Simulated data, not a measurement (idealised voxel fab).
Process module under the name voxel plated lines
Cross-sectional view cut (width: 255 nm; square cell size: 5 nm).
The cross-sections in this document take the form of a grid made of square cells. They are written out as bands, in order from top to bottom. Each band consists of one or more rows of cells.
The entry gives the band's vertical extent as a top height and a bottom height in nm, then its horizontal make-up as materials from left to right, each with a width in nm. "empty" stands for empty space; a single material marked "everywhere" fills the band edge to edge.
Height datum 0, below which the as-received substrate wafer is one material. Lowest band open at the bottom, running downward: "0 down".
Width "30 to 40": first value at the band's top row of cells, second value at its bottom row, equal change from row to row.
Reading "nothing different" for a step: not a cell of the cross-section changed in it.
Enclosed voids (no open way to top), threshold 8 cells or more, entry "Closed internal voids", notation width x height at distance, distance from left edge, nm.
Formally, on a step line, whatever follows the settings is a remark that the simulator itself makes on the step.
On any step carrying a mask, the "overlay nm" setting, if present on the step's line, tells how far right of its planned place the mask lay; negative values point to the left.
[Process steps foreseen in the plan]
1 op RECEIVE | material Si
2 op CONFORMAL_DEP | material Al2O3 | thk nm 15
3 op DIRECTIONAL_DEP | material TiN | thk nm 5
4 op PATTERN | tone open | mask id LINES | material resist | width nm 15 | pitch nm 40 | thk nm 30 | overlay nm 0
5 op EPI | material Ru | thk nm 10
6 op EPI | material Ru | thk nm 5
7 op STRIP | etch materials resist
8 op DIRECTIONAL_ETCH | etch materials TiN | depth nm 5
9 op CONFORMAL_DEP | material SiO2 | thk nm 5
[Wafer as received: cross-section following step 1]
* 0 down  Si everywhere
* Closed internal voids: none
[First wafer of two, sectioned at end of module; run went per plan]
* 40 to 35  95 empty  25 SiO2  15 empty  25 SiO2  95 empty
* 35 to 20  95 empty  5 SiO2  15 Ru  5 SiO2  15 empty  5 SiO2  15 Ru  5 SiO2  95 empty
* 20 to 15  100 SiO2  15 TiN  25 SiO2  15 TiN  100 SiO2
* 15 to 0  Al2O3 everywhere
* 0 down  Si everywhere
* Closed internal voids: none
[Second wafer through the module, sectioned at the end: same beginning and same plan as the first wafer, with one mistake in carrying it out]
* 40 to 35  SiO2 everywhere
* 35 to 20  Ru everywhere
* 20 to 15  TiN everywhere
* 15 to 0  Al2O3 everywhere
* 0 down  Si everywhere
* Closed internal voids: none
Misprocessing identified: the plan's step 4 went unexecuted, having been skipped
Count the cells at the end and the second wafer has more or fewer of some materials than the first: +135 Ru; -16 SiO2; +45 TiN
